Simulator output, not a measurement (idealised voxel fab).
process module | voxel air gaps
cross-section cut | 235 nm wide | cells 5 nm
A cross-section is a grid of square cells, given in bands from the top down. A band is one or more rows of cells.
Each band's line starts with the height of the band's top and of its bottom, in nm. Then come its materials from left to right, each with its width in nm. One material with "throughout" fills the band from edge to edge. "air" is empty space.
Height 0 is the level under which the wafer as received is all one material. The lowest band goes on downwards, as in "0 down".
A width such as "30 to 40" changes by the same amount from each row of cells to the next, from the band's top row to its bottom row.
"no change" after a step means that no cell of the cross-section changed.
closed voids: empty space of 8 cells or more with no open way to the top, each as width x height at its distance from the left edge, in nm
after a step's settings: what the simulator itself notes on the step
overlay nm, on a step with a mask: how far to the right of its planned place the mask lay; to the left if negative
plan
1 op RECEIVE | material Si
2 op CONFORMAL_DEP | material SiO2 | thk nm 15
3 op CONFORMAL_DEP | material SiCN | thk nm 5
4 op DIRECTIONAL_DEP | material lowk | thk nm 30
5 op PATTERN | tone open | mask id LINES | material resist | width nm 20 | pitch nm 50 | thk nm 15 | overlay nm 0
6 op DIRECTIONAL_ETCH | etch materials lowk | depth nm 30
7 op STRIP | etch materials resist
8 op CONFORMAL_DEP | material TiN | thk nm 5
9 op FILL_DEP | material W | thk nm 5
10 op CMP | height nm 40
11 op EPI | material Ru | thk nm 10
12 op SELECTIVE_ETCH | etch materials lowk | depth nm 40
13 op CONFORMAL_DEP | material SiCN | thk nm 5
varied across the wafers: height nm of step 10. The plan shows the first wafer's value. All wafers start alike
first wafer as received, after step 1
  0 down: Si throughout
  closed voids: none
first wafer at the end, after step 13
  55 to 50: air 40 | SiCN 150 | air 45
  50 to 40: air 40 | SiCN 5 | Ru 40 | SiCN 10 | Ru 40 | SiCN 10 | Ru 40 | SiCN 5 | air 45
  40 to 35: air 40 | SiCN 15 | TiN 5 | W 10 | TiN 5 | SiCN 30 | TiN 5 | W 10 | TiN 5 | SiCN 30 | TiN 5 | W 10 | TiN 5 | SiCN 15 | air 45
  35 to 25: air 50 | SiCN 5 | TiN 5 | W 10 | TiN 5 | SiCN 5 | air 20 | SiCN 5 | TiN 5 | W 10 | TiN 5 | SiCN 5 | air 20 | SiCN 5 | TiN 5 | W 10 | TiN 5 | SiCN 5 | air 55
  25 to 20: SiCN 55 | TiN 20 | SiCN 30 | TiN 20 | SiCN 30 | TiN 20 | SiCN 60
  20 to 15: SiCN throughout
  15 to 0: SiO2 throughout
  0 down: Si throughout
  closed voids: 20 x 10 at 80; 20 x 10 at 130
last wafer at the end
  75 to 70: SiCN throughout
  70 to 60: Ru throughout
  60 to 55: W throughout
  55 to 50: TiN 60 | W 10 | TiN 40 | W 10 | TiN 40 | W 10 | TiN 65
  50 to 25: lowk 55 | TiN 5 | W 10 | TiN 5 | lowk 30 | TiN 5 | W 10 | TiN 5 | lowk 30 | TiN 5 | W 10 | TiN 5 | lowk 60
  25 to 20: lowk 55 | TiN 20 | lowk 30 | TiN 20 | lowk 30 | TiN 20 | lowk 60
  20 to 15: SiCN throughout
  15 to 0: SiO2 throughout
  0 down: Si throughout
  closed voids: none
each wafer at the end: cells of each material gained (+) or lost (-) since it was received, then its closed voids
height nm 40 | +48 Ru | +154 SiCN | +141 SiO2 | +30 TiN | +18 W | closed voids: 20 x 10 at 80; 20 x 10 at 130
height nm 45 | +48 Ru | +160 SiCN | +141 SiO2 | +36 TiN | +24 W | closed voids: 20 x 15 at 80; 20 x 15 at 130
height nm 50 | +48 Ru | +166 SiCN | +141 SiO2 | +42 TiN | +30 W | closed voids: 20 x 20 at 80; 20 x 20 at 130
height nm 55 | +94 Ru | +94 SiCN | +141 SiO2 | +83 TiN | +36 W | +210 lowk | closed voids: none
height nm 60 | +94 Ru | +94 SiCN | +141 SiO2 | +83 TiN | +83 W | +210 lowk | closed voids: none
